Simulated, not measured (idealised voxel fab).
You're looking at the process module voxel double patterning.
185 nm wide, 5 nm square cells: that's cross-section cut.
Notation: cross-section as square-cell grid; stated in bands, top first, going down; one or more cell rows per band. Basically the band line says how high the top is and how high the bottom is, in nm, and then what's in it from left to right, every material with its width in nm. Empty space shows up as "empty", and if a single material carries "full width" it runs the full band edge to edge. Measure heights from 0. That's the level where, below it, the as-received wafer is all one material. The lowest band is bottomless and extends downward; write it as in "0 and below". When a width is written as two numbers, as in "30->40", the first number is the width in the top row of cells of the band and the second is the width in its bottom row, and the width changes by the same amount from each row to the next. Take "left unchanged" at face value: in the step it is given for, the cross-section changed in none of its cells. Reported under the label "Internal closed voids" are the empty spaces having no open way to the top and comprising 8 cells or more; the notation for each is width x height at distance, in which the distance is measured from the left edge and all three values are in nm. Anything after a step's settings on that line? It's the simulator's own note about the step. The "overlay nm" setting may appear on a step's line; for a step that uses a mask, it gives how far to the right of its planned position the mask lay, and a negative value indicates the left.
The steps planned for the process are as follows:
1) op RECEIVE | material Si
2) op CONFORMAL_DEP | material SiO2 | thk nm 5
3) op DIRECTIONAL_DEP | material TiN | thk nm 15
4) op DIRECTIONAL_DEP | material SiN | thk nm 10
5) op DIRECTIONAL_DEP | material aC | thk nm 15
6) op PATTERN | tone open | mask id FIRST | material resist | width nm 15 | pitch nm 50 | thk nm 30 | overlay nm 0
7) op DIRECTIONAL_ETCH | etch materials aC | depth nm 15
8) op STRIP | etch materials resist
9) op DIRECTIONAL_ETCH | etch materials SiN | depth nm 10
10) op STRIP | etch materials aC
11) op PATTERN | tone open | mask id SECOND | material resist | width nm 15 | pitch nm 50 | thk nm 20 | overlay nm 0
12) op DIRECTIONAL_ETCH | etch materials SiN | depth nm 10
13) op STRIP | etch materials resist
14) op DIRECTIONAL_ETCH | etch materials TiN | depth nm 15
15) op STRIP | etch materials SiN
Cross-section of the wafer as it came to us, i.e., already through step 1:
    0 and below  Si full width
    Internal closed voids: none
a wafer at the end: this start, this plan, one mistake:
    15 down to 0  TiN=35 | empty=15 | TiN=10 | empty=15 | TiN=10 | empty=15 | TiN=10 | empty=15 | TiN=10 | empty=15 | TiN=35
    0 and below  Si full width
    Internal closed voids: none
Diagnosis: the plan's step 2 went unexecuted, having been skipped
